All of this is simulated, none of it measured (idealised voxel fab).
Proc. module: voxel lift off
Square cell edge 5 nm, section width 155 nm, ID cut.
A cross-section is a grid of square cells, given in bands from the top down. A band is one or more rows of cells. Each band's line starts with the height of the band's top and of its bottom, in nm. Then come its materials from left to right, each with its width in nm. One material with "throughout" fills the band from edge to edge. "blank" is empty space. Basically, 0 is our baseline, since under it the wafer straight out of the box is all one material. The bottom band has no lower end and keeps on going down, so it looks like "0..down". With a width like "30 to 40", each row of cells in the band differs from the next by the same amount, the top row carrying the first number and the bottom row the second. "no modifications" (step): cross-section cells unchanged, all of them. Closed empty spaces (no open way to the top) of 8 cells or more are what "Enclosed voids" lists, each as width x height at distance from the left edge, nm for all three. Heads up: the bit after the settings on a step's line is the simulator's remark on that step. What "overlay nm" on a step's line means: if the step has a mask, that mask lay this far to the right of its planned place, or, when the value is negative, to the left.
# Here's what the planned process steps look like
1. RECEIVE with material Si
2. CONFORMAL_DEP with material SiN, thk nm 10
3. PATTERN with tone open, mask id LINES, material resist, width nm 15, pitch nm 40, thk nm 25, overlay nm 0
4. DIRECTIONAL_DEP with material Ru, thk nm 15
5. STRIP with etch materials resist
6. CONFORMAL_DEP with material SiO2, thk nm 5
# Incoming wafer, cross-sectional view, post step 1
  0..down  Si throughout
  Enclosed voids: none
# Cross-section taken at module completion on the first of two wafers; processed per the plan
  30..25  blank: 25, SiO2: 25, blank: 15, SiO2: 25, blank: 15, SiO2: 25, blank: 25
  25..15  blank: 25, SiO2: 5, Ru: 15, SiO2: 5, blank: 15, SiO2: 5, Ru: 15, SiO2: 5, blank: 15, SiO2: 5, Ru: 15, SiO2: 5, blank: 25
  15..10  SiO2: 30, Ru: 15, SiO2: 25, Ru: 15, SiO2: 25, Ru: 15, SiO2: 30
  10..0  SiN throughout
  0..down  Si throughout
  Enclosed voids: none
# second wafer at the end: like start, like plan, one mistake
  30..15  blank: 25, SiO2: 25, blank: 15, SiO2: 25, blank: 15, SiO2: 25, blank: 25
  15..10  SiO2 throughout
  10..0  SiN throughout
  0..down  Si throughout
  Enclosed voids: none
Here's what went sideways: step 4 was run on a setting that differed from the plan, and what really ran there is DIRECTIONAL_DEP with material SiO2, thk nm 15
Final difference in cells, second wafer against first, listed per material as more or fewer: Ru -27 | SiO2 +27
